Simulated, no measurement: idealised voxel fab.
Process module in this document: voxel capacitor over wiring
Square cell edge 5 nm, section width 285 nm, ID cut.
If you're reading a cross-section in this doc, picture square cells in a grid; it comes to you as bands, top ones listed first down to the bottom, and a band can be one or more rows of cells.
Top height, bottom height, nm. Materials left to right, width each, nm. Single material + "edge to edge" = fills band edge to edge. "blank" = empty.
Where do heights start? At 0: under that level the wafer as delivered is made of one material only. And the lowest band has no floor; it just carries on downward, as in "top 0, no bottom".
Per-row width for "30->40": begins at first number (top row of band), ends at second number (bottom row), increment between rows held constant.
Reading "remained unchanged" for a step: not a cell of the cross-section changed in it.
You'll see "Unvented cavities" listing empty spaces that have no way open to the top, as long as they're 8 cells or more; the notation is width x height at distance, where the distance is from the left edge, and all of it is in nm.
Anything after a step's settings on that line? It's the simulator's own note about the step.
"overlay nm" answers the question of how far to the right of plan the mask lay on a step that has a mask, and when it is negative the answer is to the left.

So here's the lineup of process steps we planned:
1 RECEIVE with material Si
2 CONFORMAL_DEP with material SiO2, thk nm 10
3 CONFORMAL_DEP with material SiN, thk nm 5
4 DIRECTIONAL_DEP with material SiO2, thk nm 20
5 MASKED_ETCH with tone open, mask id METAL_1, width nm 30, pitch nm 90, etch materials SiO2, depth nm 20, overlay nm 0
6 MASKED_ETCH with tone open, mask id METAL_1, width nm 30, pitch nm 90, etch materials SiN, depth nm 5, overlay nm 0
7 CONFORMAL_DEP with material TiN, thk nm 5
8 FILL_DEP with material W, thk nm 5
9 CMP with height nm 35
10 CONFORMAL_DEP with material SiCN, thk nm 5
11 DIRECTIONAL_DEP with material SiO2, thk nm 15
12 PATTERN with tone open, mask id PLUG_1, material resist, width nm 15, thk nm 15, overlay nm 0
13 DIRECTIONAL_ETCH with etch materials SiO2, depth nm 15
14 DIRECTIONAL_ETCH with etch materials SiCN, depth nm 5
15 STRIP with etch materials resist
16 EPI with material Ru, thk nm 10
17 EPI with material Ru, thk nm 10
18 DIRECTIONAL_DEP with material TiN, thk nm 10
19 DIRECTIONAL_DEP with material SiN, thk nm 5
20 DIRECTIONAL_DEP with material TiN, thk nm 5
21 DIRECTIONAL_DEP with material aC, thk nm 15
22 PATTERN with tone cover, mask id UPPER_PLATE, material resist, width nm 65, thk nm 30, overlay nm 0
23 DIRECTIONAL_ETCH with etch materials aC, depth nm 15
24 STRIP with etch materials resist
25 DIRECTIONAL_ETCH with etch materials TiN, depth nm 5
26 DIRECTIONAL_ETCH with etch materials SiN, depth nm 5
27 STRIP with etch materials aC
28 DIRECTIONAL_DEP with material aC, thk nm 15
29 PATTERN with tone cover, mask id LOWER_PLATE, material resist, width nm 75, thk nm 35, overlay nm 0
30 DIRECTIONAL_ETCH with etch materials aC, depth nm 15
31 STRIP with etch materials resist
32 DIRECTIONAL_ETCH with etch materials TiN, depth nm 10
33 STRIP with etch materials aC
34 FILL_DEP with material SiO2, thk nm 15
35 CMP with height nm 85
36 DIRECTIONAL_DEP with material aC, thk nm 15
37 PATTERN with tone open, mask id PLUG_2, material resist, width nm 15, thk nm 35, overlay nm 0
38 DIRECTIONAL_ETCH with etch materials aC, depth nm 15
39 STRIP with etch materials resist
40 DIRECTIONAL_ETCH with etch materials SiO2, depth nm 10
41 STRIP with etch materials aC
42 CONFORMAL_DEP with material TiN, thk nm 5
43 FILL_DEP with material Ru, thk nm 5
44 CMP with height nm 85
45 CONFORMAL_DEP with material SiN, thk nm 5

The cross-section here shows the wafer as received, i.e. in its state after step 1:
	top 0, no bottom: Si edge to edge
	Unvented cavities: none

First wafer of two, sectioned at end of module; run went per plan:
	top 90, bottom 85: SiN edge to edge
	top 85, bottom 80: SiO2=105  TiN=5  Ru=5  TiN=5  SiO2=165
	top 80, bottom 70: SiO2=105->95  TiN=15->65  SiO2=165->125
	top 70, bottom 65: SiO2=95  SiN=65  SiO2=125
	top 65, bottom 55: SiO2=90  TiN=75  SiO2=120
	top 55, bottom 40: SiO2=95  Ru=15  SiO2=175
	top 40, bottom 35: SiCN=95  Ru=15  SiCN=175
	top 35, bottom 15: SiO2=80  TiN=5  W=20  TiN=5  SiO2=60  TiN=5  W=20  TiN=5  SiO2=85
	top 15, bottom 10: SiN=80  TiN=30  SiN=60  TiN=30  SiN=85
	top 10, bottom 0: SiO2 edge to edge
	top 0, no bottom: Si edge to edge
	Unvented cavities: none

Second wafer cross-section at end of module - shared start and plan with the first, one mistake in the run:
	top 90, bottom 85: SiN edge to edge
	top 85, bottom 80: SiO2=105  TiN=5  Ru=5  TiN=5  SiO2=165
	top 80, bottom 75: SiO2=105  TiN=15  SiO2=165
	top 75, bottom 70: SiO2=95  TiN=15  SiO2=40  TiN=10  SiO2=125
	top 70, bottom 65: SiO2=95  SiN=15  SiO2=40  SiN=10  SiO2=125
	top 65, bottom 55: SiO2=90  TiN=20  SiO2=40  TiN=15  SiO2=120
	top 55, bottom 50: SiO2=60  Ru=35  SiO2=15  TiN=40  Ru=70  SiO2=65
	top 50, bottom 45: SiO2=60  Ru=35  SiO2=15  SiN=40  Ru=70  SiO2=65
	top 45, bottom 40: SiO2=60  Ru=35  SiO2=15  TiN=40  Ru=70  SiO2=65
	top 40, bottom 35: SiO2=60  Ru=35  SiCN=15  TiN=40  Ru=70  SiO2=65
	top 35, bottom 15: SiO2=80  TiN=5  W=20  TiN=5  SiO2=60  TiN=5  W=20  TiN=5  SiO2=85
	top 15, bottom 10: SiN=80  TiN=30  SiN=60  TiN=30  SiN=85
	top 10, bottom 0: SiO2 edge to edge
	top 0, no bottom: Si edge to edge
	Unvented cavities: none
In executing the process, a mistake was made relative to the plan: planned and actual differ for step 12; actual: PATTERN with tone cover, mask id PLUG_1, material resist, width nm 15, thk nm 15, overlay nm 0
The second wafer ends with more or fewer cells of some materials than the first, per final count: +72 Ru, -51 SiCN, -21 SiO2
